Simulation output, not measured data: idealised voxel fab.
Documented hereafter: the process module known as voxel self aligned contacts.
Square cell edge 5 nm, section width 160 nm, ID cut.
Cross-section format: a grid of square cells, given as bands from top to bottom; each band is one or more rows of cells.
Heights first: top, then bottom, in nm. Then materials, left to right, each with a width in nm. "full width" on a single material: fills the band edge to edge. "blank": empty space.
Heights are expressed relative to 0, this being the level below which the as-received wafer comprises one material exclusively. The lowest band is unbounded in the downward direction and is denoted as in "top 0, no bottom".
So if you see something like "30->40" for the width, read it as the top row of the band sitting at the first number and the bottom row at the second, with every row in between moving by the same amount as the last.
Step marked "stayed the same"? Then no cell in the cross-section changed in it.
This entry, "Sealed internal cavities", enumerates those empty regions of no fewer than 8 cells that possess no open connection to the top. Each region is reported in the form width x height at distance, the distance being taken from the left edge, with all three quantities expressed in nm.
Formally, on a step line, whatever follows the settings is a remark that the simulator itself makes on the step.
You can add "overlay nm" to a step's line. For a step with a mask, it describes how far the mask lay to the right of its planned position, and a negative number describes a lay to the left.

Steps in the process plan:
1) RECEIVE, material Si
2) OXIDIZE, depth nm 5
3) DIRECTIONAL_DEP, material polySi, thk nm 25
4) DIRECTIONAL_DEP, material SiN, thk nm 20
5) DIRECTIONAL_DEP, material aC, thk nm 10
6) PATTERN, tone cover, mask id GATE, material resist, width nm 30, pitch nm 75, thk nm 25, overlay nm 0
7) DIRECTIONAL_ETCH, etch materials aC, depth nm 10
8) STRIP, etch materials resist
9) DIRECTIONAL_ETCH, etch materials SiN, depth nm 20
10) DIRECTIONAL_ETCH, etch materials polySi, depth nm 25
11) STRIP, etch materials aC
12) CONFORMAL_DEP, material SiN, thk nm 10
13) DIRECTIONAL_ETCH, etch materials SiN, depth nm 10
14) FILL_DEP, material SiO2, thk nm 15
15) CMP, height nm 50
16) DIRECTIONAL_DEP, material aC, thk nm 15
17) PATTERN, tone open, mask id CONTACT, material resist, width nm 55, thk nm 35, overlay nm -15
18) DIRECTIONAL_ETCH, etch materials aC, depth nm 15
19) STRIP, etch materials resist
20) DIRECTIONAL_ETCH, etch materials SiO2, depth nm 55
21) STRIP, etch materials aC
22) CONFORMAL_DEP, material TiN, thk nm 5
23) FILL_DEP, material Ru, thk nm 10
24) CMP, height nm 50
25) CONFORMAL_DEP, material SiCN, thk nm 5
Among the wafers covered here, the point of difference is the overlay nm at step 17; their starting state is shared, and the plan presents the value of the first wafer.

As-received state after step 1, first of several wafers, cross-section:
    top 0, no bottom | Si full width
    Sealed internal cavities: none

Wafer rows; end of module; cells per material since receipt: (+) gained, (-) lost; then closed voids:
overlay nm -15 | +30 Ru | -32 Si | +32 SiCN | +120 SiN | +111 SiO2 | +31 TiN | +60 polySi | Sealed internal cavities: none
overlay nm -10 | +30 Ru | -32 Si | +32 SiCN | +120 SiN | +111 SiO2 | +31 TiN | +60 polySi | Sealed internal cavities: none
overlay nm -5 | +30 Ru | -32 Si | +32 SiCN | +120 SiN | +111 SiO2 | +31 TiN | +60 polySi | Sealed internal cavities: none
overlay nm 0 | +30 Ru | -32 Si | +32 SiCN | +120 SiN | +111 SiO2 | +31 TiN | +60 polySi | Sealed internal cavities: none
overlay nm 5 | +30 Ru | -32 Si | +32 SiCN | +120 SiN | +111 SiO2 | +31 TiN | +60 polySi | Sealed internal cavities: none
overlay nm 10 | +30 Ru | -32 Si | +32 SiCN | +120 SiN | +111 SiO2 | +31 TiN | +60 polySi | Sealed internal cavities: none
overlay nm 15 | +30 Ru | -32 Si | +32 SiCN | +120 SiN | +111 SiO2 | +31 TiN | +60 polySi | Sealed internal cavities: none
